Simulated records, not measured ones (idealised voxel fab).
Title: Process Module voxel wiring stack
Each square cell in cross-section cut measures 5 nm, and the section as a whole is 230 nm wide.
A cross-section is a grid of square cells, given in bands from the top down. A band is one or more rows of cells. Band: top and bottom heights (nm) first, top before bottom; then materials from left to right, widths in nm. "edge to edge" marks a sole material filling the band edge to edge. "blank" denotes empty space. Counting heights begins at 0, where everything beneath is, in the wafer as received, one material. The lowest band has no bottom; it goes on downwards, as "from 0 down" shows. Note: "30..40" means the width goes from the first number (top row of the band) to the second number (bottom row) in equal steps per row of cells. "stayed the same" (step): cross-section cells unchanged, all of them. "Fully sealed voids" means: voids of 8 cells or more that are shut off from the top with no open way through. Written width x height at distance, distance from the left edge, in nm. On a step's line, text after the settings is the simulator commenting on that step. On any step carrying a mask, the "overlay nm" setting, if present on the step's line, tells how far right of its planned place the mask lay; negative values point to the left.

These are the steps we planned for the process
step 1: op RECEIVE | material Si
step 2: op CONFORMAL_DEP | material SiO2 | thk nm 10
step 3: op DIRECTIONAL_DEP | material TiN | thk nm 5
step 4: op DIRECTIONAL_DEP | material W | thk nm 20
step 5: op PATTERN | tone cover | mask id METAL_1 | material resist | width nm 25 | pitch nm 40 | thk nm 20 | overlay nm 0
step 6: op DIRECTIONAL_ETCH | etch materials W | depth nm 20
step 7: op DIRECTIONAL_ETCH | etch materials TiN | depth nm 5
step 8: op STRIP | etch materials resist
step 9: op CONFORMAL_DEP | material SiN | thk nm 5
step 10: op FILL_DEP | material SiO2 | thk nm 10
step 11: op CMP | height nm 35
step 12: op CONFORMAL_DEP | material SiCN | thk nm 5
step 13: op DIRECTIONAL_DEP | material lowk | thk nm 15
step 14: op MASKED_ETCH | tone open | mask id PLUG_1 | width nm 15 | pitch nm 80 | etch materials lowk | depth nm 15 | overlay nm 0
step 15: op MASKED_ETCH | tone open | mask id PLUG_1 | width nm 15 | pitch nm 80 | etch materials SiCN | depth nm 5 | overlay nm 0
step 16: op EPI | material Ru | thk nm 10
step 17: op EPI | material Ru | thk nm 10
step 18: op DIRECTIONAL_DEP | material TiN | thk nm 5
step 19: op DIRECTIONAL_DEP | material Ru | thk nm 15
step 20: op DIRECTIONAL_DEP | material aC | thk nm 10
step 21: op PATTERN | tone cover | mask id METAL_2 | material resist | width nm 25 | pitch nm 40 | thk nm 30 | overlay nm 0
step 22: op DIRECTIONAL_ETCH | etch materials aC | depth nm 10
step 23: op STRIP | etch materials resist
step 24: op DIRECTIONAL_ETCH | etch materials Ru | depth nm 15
step 25: op DIRECTIONAL_ETCH | etch materials TiN | depth nm 5
step 26: op STRIP | etch materials aC
step 27: op CONFORMAL_DEP | material SiCN | thk nm 5
step 28: op FILL_DEP | material lowk | thk nm 5
step 29: op CMP | height nm 75
step 30: op CONFORMAL_DEP | material SiCN | thk nm 5
step 31: op DIRECTIONAL_DEP | material SiO2 | thk nm 35
step 32: op MASKED_ETCH | tone open | mask id METAL_3_HOLES | width nm 15 | pitch nm 40 | etch materials SiO2 | depth nm 35 | overlay nm 0
step 33: op DIRECTIONAL_DEP | material aC | thk nm 15
step 34: op PATTERN | tone open | mask id METAL_3 | material resist | width nm 25 | pitch nm 40 | thk nm 30 | overlay nm 0
step 35: op DIRECTIONAL_ETCH | etch materials aC | depth nm 15
step 36: op STRIP | etch materials resist
step 37: op DIRECTIONAL_ETCH | etch materials SiO2 | depth nm 20
step 38: op DIRECTIONAL_ETCH | etch materials SiCN | depth nm 5
step 39: op STRIP | etch materials aC
step 40: op CONFORMAL_DEP | material TiN | thk nm 5
step 41: op FILL_DEP | material Cu | thk nm 10
step 42: op CMP | height nm 115
step 43: op CONFORMAL_DEP | material SiCN | thk nm 5
step 44: op DIRECTIONAL_DEP | material lowk | thk nm 25
step 45: op DIRECTIONAL_DEP | material aC | thk nm 15
step 46: op PATTERN | tone open | mask id METAL_4_HOLES | material resist | width nm 15 | pitch nm 40 | thk nm 35 | overlay nm 0
step 47: op DIRECTIONAL_ETCH | etch materials aC | depth nm 15
step 48: op STRIP | etch materials resist
step 49: op DIRECTIONAL_ETCH | etch materials lowk | depth nm 25
step 50: op STRIP | etch materials aC
step 51: op MASKED_ETCH | tone open | mask id METAL_4 | width nm 25 | pitch nm 40 | etch materials lowk | depth nm 15 | overlay nm 0
step 52: op MASKED_ETCH | tone open | mask id METAL_4 | width nm 25 | pitch nm 40 | etch materials SiCN | depth nm 5 | overlay nm 0
step 53: op CONFORMAL_DEP | material TiN | thk nm 5
step 54: op FILL_DEP | material Ru | thk nm 10
step 55: op CMP | height nm 145
step 56: op CONFORMAL_DEP | material SiCN | thk nm 5

So, the first of our two wafers, run just as we planned it

As-received wafer cross-section (after step 1)
  from 0 down | Si edge to edge
  Fully sealed voids: none

State of the wafer after step 2, shown in cross-section
  from 10 to 0 | SiO2 edge to edge
  Everything under 0 stays put, no change at all.

State of the wafer after step 3, shown in cross-section
  from 15 to 10 | TiN edge to edge
  Everything under 10 stays put, no change at all.

State of the wafer after step 4, shown in cross-section
  from 35 to 15 | W edge to edge
  Everything under 15 stays put, no change at all.

State of the wafer after step 5, shown in cross-section
  from 55 to 35 | 60 of blank | 25 of resist | 15 of blank | 25 of resist | 15 of blank | 25 of resist | 65 of blank
  Everything under 35 stays put, no change at all.

State of the wafer after step 6, shown in cross-section
  from 55 to 35 | 60 of blank | 25 of resist | 15 of blank | 25 of resist | 15 of blank | 25 of resist | 65 of blank
  from 35 to 15 | 60 of blank | 25 of W | 15 of blank | 25 of W | 15 of blank | 25 of W | 65 of blank
  Everything under 15 stays put, no change at all.

State of the wafer after step 7, shown in cross-section
  from 55 to 35 | 60 of blank | 25 of resist | 15 of blank | 25 of resist | 15 of blank | 25 of resist | 65 of blank
  from 35 to 15 | 60 of blank | 25 of W | 15 of blank | 25 of W | 15 of blank | 25 of W | 65 of blank
  from 15 to 10 | 60 of blank | 25 of TiN | 15 of blank | 25 of TiN | 15 of blank | 25 of TiN | 65 of blank
  Everything under 10 stays put, no change at all.

State of the wafer after step 8, shown in cross-section
  from 35 to 15 | 60 of blank | 25 of W | 15 of blank | 25 of W | 15 of blank | 25 of W | 65 of blank
  Everything under 15 stays put, no change at all.

State of the wafer after step 9, shown in cross-section
  from 40 to 35 | 55 of blank | 35 of SiN | 5 of blank | 35 of SiN | 5 of blank | 35 of SiN | 60 of blank
  from 35 to 15 | 55 of blank | 5 of SiN | 25 of W | 5 of SiN | 5 of blank | 5 of SiN | 25 of W | 5 of SiN | 5 of blank | 5 of SiN | 25 of W | 5 of SiN | 60 of blank
  from 15 to 10 | 60 of SiN | 25 of TiN | 15 of SiN | 25 of TiN | 15 of SiN | 25 of TiN | 65 of SiN
  Everything under 10 stays put, no change at all.

State of the wafer after step 10, shown in cross-section
  from 50 to 40 | SiO2 edge to edge
  from 40 to 35 | 55 of SiO2 | 35 of SiN | 5 of SiO2 | 35 of SiN | 5 of SiO2 | 35 of SiN | 60 of SiO2
  from 35 to 15 | 55 of SiO2 | 5 of SiN | 25 of W | 5 of SiN | 5 of SiO2 | 5 of SiN | 25 of W | 5 of SiN | 5 of SiO2 | 5 of SiN | 25 of W | 5 of SiN | 60 of SiO2
  Everything under 15 stays put, no change at all.

State of the wafer after step 11, shown in cross-section
  from 35 to 15 | 55 of SiO2 | 5 of SiN | 25 of W | 5 of SiN | 5 of SiO2 | 5 of SiN | 25 of W | 5 of SiN | 5 of SiO2 | 5 of SiN | 25 of W | 5 of SiN | 60 of SiO2
  Everything under 15 stays put, no change at all.

State of the wafer after step 12, shown in cross-section
  from 40 to 35 | SiCN edge to edge
  Everything under 35 stays put, no change at all.

State of the wafer after step 13, shown in cross-section
  from 55 to 40 | lowk edge to edge
  Everything under 40 stays put, no change at all.

State of the wafer after step 14, shown in cross-section
  from 55 to 40 | 60 of lowk | 15 of blank | 65 of lowk | 15 of blank | 75 of lowk
  Everything under 40 stays put, no change at all.

State of the wafer after step 15, shown in cross-section
  from 55 to 40 | 60 of lowk | 15 of blank | 65 of lowk | 15 of blank | 75 of lowk
  from 40 to 35 | 60 of SiCN | 15 of blank | 65 of SiCN | 15 of blank | 75 of SiCN
  Everything under 35 stays put, no change at all.

State of the wafer after step 16, shown in cross-section
  from 55 to 45 | 60 of lowk | 15 of blank | 65 of lowk | 15 of blank | 75 of lowk
  from 45 to 40 | 60 of lowk | 15 of Ru | 65 of lowk | 15 of Ru | 75 of lowk
  from 40 to 35 | 60 of SiCN | 15 of Ru | 65 of SiCN | 15 of Ru | 75 of SiCN
  Everything under 35 stays put, no change at all.

State of the wafer after step 17, shown in cross-section
  from 55 to 40 | 60 of lowk | 15 of Ru | 65 of lowk | 15 of Ru | 75 of lowk
  Everything under 40 stays put, no change at all.

State of the wafer after step 18, shown in cross-section
  from 60 to 55 | TiN edge to edge
  Everything under 55 stays put, no change at all.

State of the wafer after step 19, shown in cross-section
  from 75 to 60 | Ru edge to edge
  Everything under 60 stays put, no change at all.

State of the wafer after step 20, shown in cross-section
  from 85 to 75 | aC edge to edge
  Everything under 75 stays put, no change at all.

State of the wafer after step 21, shown in cross-section
  from 115 to 85 | 60 of blank | 25 of resist | 15 of blank | 25 of resist | 15 of blank | 25 of resist | 65 of blank
  Everything under 85 stays put, no change at all.

State of the wafer after step 22, shown in cross-section
  from 105 to 85 | 60 of blank | 25 of resist | 15 of blank | 25 of resist | 15 of blank | 25 of resist | 65 of blank
  from 85 to 75 | 60 of blank | 25 of aC | 15 of blank | 25 of aC | 15 of blank | 25 of aC | 65 of blank
  Everything under 75 stays put, no change at all.

State of the wafer after step 23, shown in cross-section
  from 85 to 75 | 60 of blank | 25 of aC | 15 of blank | 25 of aC | 15 of blank | 25 of aC | 65 of blank
  Everything under 75 stays put, no change at all.

State of the wafer after step 24, shown in cross-section
  from 85 to 75 | 60 of blank | 25 of aC | 15 of blank | 25 of aC | 15 of blank | 25 of aC | 65 of blank
  from 75 to 60 | 60 of blank | 25 of Ru | 15 of blank | 25 of Ru | 15 of blank | 25 of Ru | 65 of blank
  Everything under 60 stays put, no change at all.

State of the wafer after step 25, shown in cross-section
  from 85 to 75 | 60 of blank | 25 of aC | 15 of blank | 25 of aC | 15 of blank | 25 of aC | 65 of blank
  from 75 to 60 | 60 of blank | 25 of Ru | 15 of blank | 25 of Ru | 15 of blank | 25 of Ru | 65 of blank
  from 60 to 55 | 60 of blank | 25 of TiN | 15 of blank | 25 of TiN | 15 of blank | 25 of TiN | 65 of blank
  Everything under 55 stays put, no change at all.

State of the wafer after step 26, shown in cross-section
  from 75 to 60 | 60 of blank | 25 of Ru | 15 of blank | 25 of Ru | 15 of blank | 25 of Ru | 65 of blank
  Everything under 60 stays put, no change at all.

State of the wafer after step 27, shown in cross-section
  from 80 to 75 | 55 of blank | 35 of SiCN | 5 of blank | 35 of SiCN | 5 of blank | 35 of SiCN | 60 of blank
  from 75 to 60 | 55 of blank | 5 of SiCN | 25 of Ru | 5 of SiCN | 5 of blank | 5 of SiCN | 25 of Ru | 5 of SiCN | 5 of blank | 5 of SiCN | 25 of Ru | 5 of SiCN | 60 of blank
  from 60 to 55 | 60 of SiCN | 25 of TiN | 15 of SiCN | 25 of TiN | 15 of SiCN | 25 of TiN | 65 of SiCN
  Everything under 55 stays put, no change at all.

State of the wafer after step 28, shown in cross-section
  from 85 to 80 | lowk edge to edge
  from 80 to 75 | 55 of lowk | 35 of SiCN | 5 of lowk | 35 of SiCN | 5 of lowk | 35 of SiCN | 60 of lowk
  from 75 to 60 | 55 of lowk | 5 of SiCN | 25 of Ru | 5 of SiCN | 5 of lowk | 5 of SiCN | 25 of Ru | 5 of SiCN | 5 of lowk | 5 of SiCN | 25 of Ru | 5 of SiCN | 60 of lowk
  Everything under 60 stays put, no change at all.

State of the wafer after step 29, shown in cross-section
  from 75 to 60 | 55 of lowk | 5 of SiCN | 25 of Ru | 5 of SiCN | 5 of lowk | 5 of SiCN | 25 of Ru | 5 of SiCN | 5 of lowk | 5 of SiCN | 25 of Ru | 5 of SiCN | 60 of lowk
  Everything under 60 stays put, no change at all.

State of the wafer after step 30, shown in cross-section
  from 80 to 75 | SiCN edge to edge
  Everything under 75 stays put, no change at all.

State of the wafer after step 31, shown in cross-section
  from 115 to 80 | SiO2 edge to edge
  Everything under 80 stays put, no change at all.

State of the wafer after step 32, shown in cross-section
  from 115 to 80 | 60 of SiO2 | 15 of blank | 25 of SiO2 | 15 of blank | 25 of SiO2 | 15 of blank | 75 of SiO2
  Everything under 80 stays put, no change at all.

State of the wafer after step 33, shown in cross-section
  from 130 to 115 | 60 of aC | 15 of blank | 25 of aC | 15 of blank | 25 of aC | 15 of blank | 75 of aC
  from 115 to 95 | 60 of SiO2 | 15 of blank | 25 of SiO2 | 15 of blank | 25 of SiO2 | 15 of blank | 75 of SiO2
  from 95 to 80 | 60 of SiO2 | 15 of aC | 25 of SiO2 | 15 of aC | 25 of SiO2 | 15 of aC | 75 of SiO2
  Everything under 80 stays put, no change at all.

State of the wafer after step 34, shown in cross-section
  from 160 to 130 | 60 of resist | 25 of blank | 15 of resist | 25 of blank | 15 of resist | 25 of blank | 65 of resist
  Everything under 130 stays put, no change at all.

State of the wafer after step 35, shown in cross-section
  from 145 to 130 | 60 of resist | 25 of blank | 15 of resist | 25 of blank | 15 of resist | 25 of blank | 65 of resist
  from 130 to 115 | 60 of aC | 25 of blank | 15 of aC | 25 of blank | 15 of aC | 25 of blank | 65 of aC
  from 115 to 80 | 60 of SiO2 | 15 of blank | 25 of SiO2 | 15 of blank | 25 of SiO2 | 15 of blank | 75 of SiO2
  Everything under 80 stays put, no change at all.

State of the wafer after step 36, shown in cross-section
  from 130 to 115 | 60 of aC | 25 of blank | 15 of aC | 25 of blank | 15 of aC | 25 of blank | 65 of aC
  Everything under 115 stays put, no change at all.

State of the wafer after step 37, shown in cross-section
  from 130 to 115 | 60 of aC | 25 of blank | 15 of aC | 25 of blank | 15 of aC | 25 of blank | 65 of aC
  from 115 to 95 | 60 of SiO2 | 25 of blank | 15 of SiO2 | 25 of blank | 15 of SiO2 | 25 of blank | 65 of SiO2
  Everything under 95 stays put, no change at all.

State of the wafer after step 38, shown in cross-section
  from 130 to 115 | 60 of aC | 25 of blank | 15 of aC | 25 of blank | 15 of aC | 25 of blank | 65 of aC
  from 115 to 95 | 60 of SiO2 | 25 of blank | 15 of SiO2 | 25 of blank | 15 of SiO2 | 25 of blank | 65 of SiO2
  from 95 to 80 | 60 of SiO2 | 15 of blank | 25 of SiO2 | 15 of blank | 25 of SiO2 | 15 of blank | 75 of SiO2
  from 80 to 75 | 60 of SiCN | 15 of blank | 25 of SiCN | 15 of blank | 25 of SiCN | 15 of blank | 75 of SiCN
  Everything under 75 stays put, no change at all.

State of the wafer after step 39, shown in cross-section
  from 115 to 95 | 60 of SiO2 | 25 of blank | 15 of SiO2 | 25 of blank | 15 of SiO2 | 25 of blank | 65 of SiO2
  Everything under 95 stays put, no change at all.

State of the wafer after step 40, shown in cross-section
  from 120 to 115 | 65 of TiN | 15 of blank | 25 of TiN | 15 of blank | 25 of TiN | 15 of blank | 70 of TiN
  from 115 to 100 | 60 of SiO2 | 5 of TiN | 15 of blank | 5 of TiN | 15 of SiO2 | 5 of TiN | 15 of blank | 5 of TiN | 15 of SiO2 | 5 of TiN | 15 of blank | 5 of TiN | 65 of SiO2
  from 100 to 95 | 60 of SiO2 | 5 of TiN | 5 of blank | 15 of TiN | 15 of SiO2 | 5 of TiN | 5 of blank | 15 of TiN | 15 of SiO2 | 5 of TiN | 5 of blank | 15 of TiN | 65 of SiO2
  from 95 to 80 | 60 of SiO2 | 5 of TiN | 5 of blank | 5 of TiN | 25 of SiO2 | 5 of TiN | 5 of blank | 5 of TiN | 25 of SiO2 | 5 of TiN | 5 of blank | 5 of TiN | 75 of SiO2
  from 80 to 75 | 60 of SiCN | 15 of TiN | 25 of SiCN | 15 of TiN | 25 of SiCN | 15 of TiN | 75 of SiCN
  Everything under 75 stays put, no change at all.

State of the wafer after step 41, shown in cross-section
  from 130 to 120 | Cu edge to edge
  from 120 to 115 | 65 of TiN | 15 of Cu | 25 of TiN | 15 of Cu | 25 of TiN | 15 of Cu | 70 of TiN
  from 115 to 100 | 60 of SiO2 | 5 of TiN | 15 of Cu | 5 of TiN | 15 of SiO2 | 5 of TiN | 15 of Cu | 5 of TiN | 15 of SiO2 | 5 of TiN | 15 of Cu | 5 of TiN | 65 of SiO2
  from 100 to 95 | 60 of SiO2 | 5 of TiN | 5 of Cu | 15 of TiN | 15 of SiO2 | 5 of TiN | 5 of Cu | 15 of TiN | 15 of SiO2 | 5 of TiN | 5 of Cu | 15 of TiN | 65 of SiO2
  from 95 to 80 | 60 of SiO2 | 5 of TiN | 5 of Cu | 5 of TiN | 25 of SiO2 | 5 of TiN | 5 of Cu | 5 of TiN | 25 of SiO2 | 5 of TiN | 5 of Cu | 5 of TiN | 75 of SiO2
  Everything under 80 stays put, no change at all.

State of the wafer after step 42, shown in cross-section
  from 115 to 100 | 60 of SiO2 | 5 of TiN | 15 of Cu | 5 of TiN | 15 of SiO2 | 5 of TiN | 15 of Cu | 5 of TiN | 15 of SiO2 | 5 of TiN | 15 of Cu | 5 of TiN | 65 of SiO2
  Everything under 100 stays put, no change at all.

State of the wafer after step 43, shown in cross-section
  from 120 to 115 | SiCN edge to edge
  Everything under 115 stays put, no change at all.

State of the wafer after step 44, shown in cross-section
  from 145 to 120 | lowk edge to edge
  Everything under 120 stays put, no change at all.

State of the wafer after step 45, shown in cross-section
  from 160 to 145 | aC edge to edge
  Everything under 145 stays put, no change at all.

State of the wafer after step 46, shown in cross-section
  from 195 to 160 | 60 of resist | 15 of blank | 25 of resist | 15 of blank | 25 of resist | 15 of blank | 75 of resist
  Everything under 160 stays put, no change at all.

State of the wafer after step 47, shown in cross-section
  from 180 to 160 | 60 of resist | 15 of blank | 25 of resist | 15 of blank | 25 of resist | 15 of blank | 75 of resist
  from 160 to 145 | 60 of aC | 15 of blank | 25 of aC | 15 of blank | 25 of aC | 15 of blank | 75 of aC
  Everything under 145 stays put, no change at all.

State of the wafer after step 48, shown in cross-section
  from 160 to 145 | 60 of aC | 15 of blank | 25 of aC | 15 of blank | 25 of aC | 15 of blank | 75 of aC
  Everything under 145 stays put, no change at all.

State of the wafer after step 49, shown in cross-section
  from 160 to 145 | 60 of aC | 15 of blank | 25 of aC | 15 of blank | 25 of aC | 15 of blank | 75 of aC
  from 145 to 120 | 60 of lowk | 15 of blank | 25 of lowk | 15 of blank | 25 of lowk | 15 of blank | 75 of lowk
  Everything under 120 stays put, no change at all.

State of the wafer after step 50, shown in cross-section
  from 145 to 120 | 60 of lowk | 15 of blank | 25 of lowk | 15 of blank | 25 of lowk | 15 of blank | 75 of lowk
  Everything under 120 stays put, no change at all.

State of the wafer after step 51, shown in cross-section
  from 145 to 130 | 60 of lowk | 25 of blank | 15 of lowk | 25 of blank | 15 of lowk | 25 of blank | 65 of lowk
  Everything under 130 stays put, no change at all.

State of the wafer after step 52, shown in cross-section
  from 145 to 130 | 60 of lowk | 25 of blank | 15 of lowk | 25 of blank | 15 of lowk | 25 of blank | 65 of lowk
  from 130 to 120 | 60 of lowk | 15 of blank | 25 of lowk | 15 of blank | 25 of lowk | 15 of blank | 75 of lowk
  from 120 to 115 | 60 of SiCN | 15 of blank | 25 of SiCN | 15 of blank | 25 of SiCN | 15 of blank | 75 of SiCN
  Everything under 115 stays put, no change at all.

State of the wafer after step 53, shown in cross-section
  from 150 to 145 | 65 of TiN | 15 of blank | 25 of TiN | 15 of blank | 25 of TiN | 15 of blank | 70 of TiN
  from 145 to 135 | 60 of lowk | 5 of TiN | 15 of blank | 5 of TiN | 15 of lowk | 5 of TiN | 15 of blank | 5 of TiN | 15 of lowk | 5 of TiN | 15 of blank | 5 of TiN | 65 of lowk
  from 135 to 130 | 60 of lowk | 5 of TiN | 5 of blank | 15 of TiN | 15 of lowk | 5 of TiN | 5 of blank | 15 of TiN | 15 of lowk | 5 of TiN | 5 of blank | 15 of TiN | 65 of lowk
  from 130 to 120 | 60 of lowk | 5 of TiN | 5 of blank | 5 of TiN | 25 of lowk | 5 of TiN | 5 of blank | 5 of TiN | 25 of lowk | 5 of TiN | 5 of blank | 5 of TiN | 75 of lowk
  from 120 to 115 | 60 of SiCN | 15 of TiN | 25 of SiCN | 15 of TiN | 25 of SiCN | 15 of TiN | 75 of SiCN
  Everything under 115 stays put, no change at all.

State of the wafer after step 54, shown in cross-section
  from 160 to 150 | Ru edge to edge
  from 150 to 145 | 65 of TiN | 15 of Ru | 25 of TiN | 15 of Ru | 25 of TiN | 15 of Ru | 70 of TiN
  from 145 to 135 | 60 of lowk | 5 of TiN | 15 of Ru | 5 of TiN | 15 of lowk | 5 of TiN | 15 of Ru | 5 of TiN | 15 of lowk | 5 of TiN | 15 of Ru | 5 of TiN | 65 of lowk
  from 135 to 130 | 60 of lowk | 5 of TiN | 5 of Ru | 15 of TiN | 15 of lowk | 5 of TiN | 5 of Ru | 15 of TiN | 15 of lowk | 5 of TiN | 5 of Ru | 15 of TiN | 65 of lowk
  from 130 to 120 | 60 of lowk | 5 of TiN | 5 of Ru | 5 of TiN | 25 of lowk | 5 of TiN | 5 of Ru | 5 of TiN | 25 of lowk | 5 of TiN | 5 of Ru | 5 of TiN | 75 of lowk
  Everything under 120 stays put, no change at all.

State of the wafer after step 55, shown in cross-section
  from 145 to 135 | 60 of lowk | 5 of TiN | 15 of Ru | 5 of TiN | 15 of lowk | 5 of TiN | 15 of Ru | 5 of TiN | 15 of lowk | 5 of TiN | 15 of Ru | 5 of TiN | 65 of lowk
  Everything under 135 stays put, no change at all.

State of the wafer after step 56, shown in cross-section
  from 150 to 145 | SiCN edge to edge
  Everything under 145 stays put, no change at all.

It is to be noted that the second wafer proceeded from the same initial state and according to the same plan as the first, although one mistake was committed in its execution; through step 50, inclusive, the two wafers share an identical history

Cross-sectional representation of the second wafer at the time designated in the plan for the completion of step 51
  from 145 to 130 | 75 of blank | 10 of lowk | 30 of blank | 10 of lowk | 30 of blank | 10 of lowk | 65 of blank
  Everything under 130 stays put, no change at all.

Cross-sectional representation of the second wafer at the time designated in the plan for the completion of step 52
  from 145 to 130 | 75 of blank | 10 of lowk | 30 of blank | 10 of lowk | 30 of blank | 10 of lowk | 65 of blank
  from 130 to 120 | 60 of lowk | 15 of blank | 25 of lowk | 15 of blank | 25 of lowk | 15 of blank | 75 of lowk
  from 120 to 115 | 60 of SiCN | 15 of blank | 25 of SiCN | 15 of blank | 25 of SiCN | 15 of blank | 75 of SiCN
  Everything under 115 stays put, no change at all.

Cross-sectional representation of the second wafer at the time designated in the plan for the completion of step 53
  from 150 to 145 | 70 of blank | 20 of TiN | 20 of blank | 20 of TiN | 20 of blank | 20 of TiN | 60 of blank
  from 145 to 135 | 70 of blank | 5 of TiN | 10 of lowk | 5 of TiN | 20 of blank | 5 of TiN | 10 of lowk | 5 of TiN | 20 of blank | 5 of TiN | 10 of lowk | 5 of TiN | 60 of blank
  from 135 to 130 | 65 of TiN | 5 of blank | 5 of TiN | 10 of lowk | 20 of TiN | 5 of blank | 5 of TiN | 10 of lowk | 20 of TiN | 5 of blank | 5 of TiN | 10 of lowk | 65 of TiN
  from 130 to 120 | 60 of lowk | 5 of TiN | 5 of blank | 5 of TiN | 25 of lowk | 5 of TiN | 5 of blank | 5 of TiN | 25 of lowk | 5 of TiN | 5 of blank | 5 of TiN | 75 of lowk
  from 120 to 115 | 60 of SiCN | 15 of TiN | 25 of SiCN | 15 of TiN | 25 of SiCN | 15 of TiN | 75 of SiCN
  Everything under 115 stays put, no change at all.

Cross-sectional representation of the second wafer at the time designated in the plan for the completion of step 54
  from 160 to 150 | Ru edge to edge
  from 150 to 145 | 70 of Ru | 20 of TiN | 20 of Ru | 20 of TiN | 20 of Ru | 20 of TiN | 60 of Ru
  from 145 to 135 | 70 of Ru | 5 of TiN | 10 of lowk | 5 of TiN | 20 of Ru | 5 of TiN | 10 of lowk | 5 of TiN | 20 of Ru | 5 of TiN | 10 of lowk | 5 of TiN | 60 of Ru
  from 135 to 130 | 65 of TiN | 5 of Ru | 5 of TiN | 10 of lowk | 20 of TiN | 5 of Ru | 5 of TiN | 10 of lowk | 20 of TiN | 5 of Ru | 5 of TiN | 10 of lowk | 65 of TiN
  from 130 to 120 | 60 of lowk | 5 of TiN | 5 of Ru | 5 of TiN | 25 of lowk | 5 of TiN | 5 of Ru | 5 of TiN | 25 of lowk | 5 of TiN | 5 of Ru | 5 of TiN | 75 of lowk
  Everything under 120 stays put, no change at all.

Cross-sectional representation of the second wafer at the time designated in the plan for the completion of step 55
  from 145 to 135 | 70 of Ru | 5 of TiN | 10 of lowk | 5 of TiN | 20 of Ru | 5 of TiN | 10 of lowk | 5 of TiN | 20 of Ru | 5 of TiN | 10 of lowk | 5 of TiN | 60 of Ru
  Everything under 135 stays put, no change at all.

Cross-sectional representation of the second wafer at the time designated in the plan for the completion of step 56
  from 150 to 145 | SiCN edge to edge
  Everything under 145 stays put, no change at all.
Which mistake was made when the wafer was run? step 51: run off-plan, actual operation and settings op MASKED_ETCH | tone cover | mask id METAL_4 | width nm 25 | pitch nm 40 | etch materials lowk | depth nm 15 | overlay nm 0
Materials where the second wafer ends with more or fewer cells than the first: 50 more of Ru, 25 more of TiN, 75 fewer of lowk
